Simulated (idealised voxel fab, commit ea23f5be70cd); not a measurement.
Module name: voxel wiring stack (process module)
Cross-section cut spans 200 nm and uses square cells 5 nm in size.
If you're reading a cross-section in this doc, picture square cells in a grid; it comes to you as bands, top ones listed first down to the bottom, and a band can be one or more rows of cells. In this notation a band is specified by the heights of its top and bottom, in that order and in nm, after which its materials appear from left to right, each paired with its width in nm. The word "full width" attached to a single material means that material fills the band from edge to edge; the word "blank" stands for empty space. Note: height 0 marks the level under which the wafer is uniformly one material as received. Lowest band unbounded below, written "from 0 down". Width "30->40": first value at the band's top row of cells, second value at its bottom row, equal change from row to row. The designation "nothing altered", where it is given for a processing step, indicates that no cell of the cross-section was altered in the course of that step. Trapped void list: empty space of 8 cells or more with no open way to the top, each as width x height at its distance from the left edge, in nm. If you see something after the settings on a step's line, that's the simulator's own remark about that step. "overlay nm" on a masked step: distance the mask lay right of its planned place, negative for left.

### Planned step list for the process
1: RECEIVE (material Si)
2: CONFORMAL_DEP (material SiO2; thk nm 15)
3: DIRECTIONAL_DEP (material TiN; thk nm 5)
4: DIRECTIONAL_DEP (material W; thk nm 25)
5: PATTERN (tone cover; mask id METAL_1; material resist; width nm 25; pitch nm 55; thk nm 20; overlay nm 0)
6: DIRECTIONAL_ETCH (etch materials W; depth nm 25)
7: DIRECTIONAL_ETCH (etch materials TiN; depth nm 5)
8: STRIP (etch materials resist)
9: CONFORMAL_DEP (material SiCN; thk nm 5)
10: FILL_DEP (material lowk; thk nm 5)
11: CMP (height nm 45)
12: CONFORMAL_DEP (material SiCN; thk nm 5)
13: DIRECTIONAL_DEP (material lowk; thk nm 20)
14: DIRECTIONAL_DEP (material aC; thk nm 15)
15: PATTERN (tone open; mask id PLUG_1; material resist; width nm 15; thk nm 30; overlay nm 0)
16: DIRECTIONAL_ETCH (etch materials aC; depth nm 15)
17: STRIP (etch materials resist)
18: DIRECTIONAL_ETCH (etch materials lowk; depth nm 20)
19: DIRECTIONAL_ETCH (etch materials SiCN; depth nm 5)
20: STRIP (etch materials aC)
21: EPI (material Ru; thk nm 10)
22: EPI (material Ru; thk nm 10)
23: EPI (material Ru; thk nm 5)
24: DIRECTIONAL_DEP (material TiN; thk nm 5)
25: DIRECTIONAL_DEP (material Ru; thk nm 20)
26: DIRECTIONAL_DEP (material aC; thk nm 15)
27: PATTERN (tone cover; mask id METAL_2; material resist; width nm 25; pitch nm 55; thk nm 30; overlay nm 0)
28: DIRECTIONAL_ETCH (etch materials aC; depth nm 15)
29: STRIP (etch materials resist)
30: DIRECTIONAL_ETCH (etch materials Ru; depth nm 20)
31: DIRECTIONAL_ETCH (etch materials TiN; depth nm 5)
32: STRIP (etch materials aC)
33: CONFORMAL_DEP (material SiN; thk nm 5)
34: FILL_DEP (material SiO2; thk nm 10)
35: CMP (height nm 95)
36: CONFORMAL_DEP (material SiCN; thk nm 5)
37: DIRECTIONAL_DEP (material lowk; thk nm 10)
38: DIRECTIONAL_DEP (material aC; thk nm 10)
39: PATTERN (tone open; mask id PLUG_2; material resist; width nm 15; pitch nm 55; thk nm 25; overlay nm 0)
40: DIRECTIONAL_ETCH (etch materials aC; depth nm 10)
41: STRIP (etch materials resist)
42: DIRECTIONAL_ETCH (etch materials lowk; depth nm 10)
43: DIRECTIONAL_ETCH (etch materials SiCN; depth nm 5)
44: STRIP (etch materials aC)
45: CONFORMAL_DEP (material TiN; thk nm 5)
46: FILL_DEP (material Ru; thk nm 10)
47: CMP (height nm 110)
48: CONFORMAL_DEP (material SiN; thk nm 5)
49: DIRECTIONAL_DEP (material SiO2; thk nm 25)
50: PATTERN (tone open; mask id METAL_3; material resist; width nm 25; pitch nm 55; thk nm 20; overlay nm 0)
51: DIRECTIONAL_ETCH (etch materials SiO2; depth nm 25)
52: DIRECTIONAL_ETCH (etch materials SiN; depth nm 5)
53: STRIP (etch materials resist)
54: CONFORMAL_DEP (material TiN; thk nm 5)
55: FILL_DEP (material Cu; thk nm 10)
56: CMP (height nm 140)
57: CONFORMAL_DEP (material SiCN; thk nm 5)

### Cross-section, incoming material, after step 1
- from 0 down | Si full width
- Trapped void list: none

### Cross-section taken at module completion on the first of two wafers; processed per the plan
- from 145 to 140 | SiCN full width
- from 140 to 115 | SiO2 60, then TiN 5, then Cu 15, then TiN 5, then SiO2 30, then TiN 5, then Cu 15, then TiN 5, then SiO2 60
- from 115 to 110 | SiN 60, then TiN 25, then SiN 30, then TiN 25, then SiN 60
- from 110 to 100 | lowk 60, then TiN 5, then Ru 5, then TiN 5, then lowk 40, then TiN 5, then Ru 5, then TiN 5, then lowk 70
- from 100 to 95 | SiCN 60, then TiN 15, then SiCN 40, then TiN 15, then SiCN 70
- from 95 to 75 | SiO2 55, then SiN 5, then Ru 25, then SiN 5, then SiO2 20, then SiN 5, then Ru 25, then SiN 5, then SiO2 55
- from 75 to 70 | SiN 60, then TiN 25, then SiN 30, then TiN 25, then SiN 60
- from 70 to 50 | lowk 60, then Ru 15, then lowk 125
- from 50 to 45 | SiCN 60, then Ru 15, then SiCN 125
- from 45 to 20 | lowk 55, then SiCN 5, then W 25, then SiCN 5, then lowk 20, then SiCN 5, then W 25, then SiCN 5, then lowk 55
- from 20 to 15 | SiCN 60, then TiN 25, then SiCN 30, then TiN 25, then SiCN 60
- from 15 to 0 | SiO2 full width
- from 0 down | Si full width
- Trapped void list: none

### Wafer two (of two), end-of-module cross-section: start = wafer one, plan = wafer one, one run mistake
- from 145 to 140 | SiCN full width
- from 140 to 115 | SiO2 60, then TiN 5, then Cu 15, then TiN 5, then SiO2 30, then TiN 5, then Cu 15, then TiN 5, then SiO2 60
- from 115 to 110 | SiN 60, then TiN 25, then SiN 30, then TiN 25, then SiN 60
- from 110 to 100 | lowk 60, then TiN 5, then Ru 5, then TiN 5, then lowk 40, then TiN 5, then Ru 5, then TiN 5, then lowk 70
- from 100 to 95 | SiCN 60, then TiN 15, then SiCN 40, then TiN 15, then SiCN 70
- from 95 to 75 | SiO2 55, then SiN 5, then Ru 25, then SiN 5, then SiO2 20, then SiN 5, then Ru 25, then SiN 5, then SiO2 55
- from 75 to 70 | SiN 60, then TiN 25, then SiN 30, then TiN 25, then SiN 60
- from 70 to 50 | lowk 60, then Ru 15, then lowk 125
- from 50 to 45 | SiCN 60, then Ru 15, then SiCN 125
- from 45 to 35 | lowk 55, then SiCN 5, then W 25, then SiCN 5, then lowk 20, then SiCN 5, then W 25, then SiCN 5, then lowk 55
- from 35 to 30 | SiCN 60, then TiN 25, then SiCN 30, then TiN 25, then SiCN 60
- from 30 to 0 | SiO2 full width
- from 0 down | Si full width
- Trapped void list: none
Which mistake was made when the wafer was run? step 2 of the plan was executed twice over
Wrapping up, a cell-based count of both wafers puts the second over or under the first for these materials: 12 fewer of SiCN, 120 more of SiO2, 30 fewer of W, 78 fewer of lowk
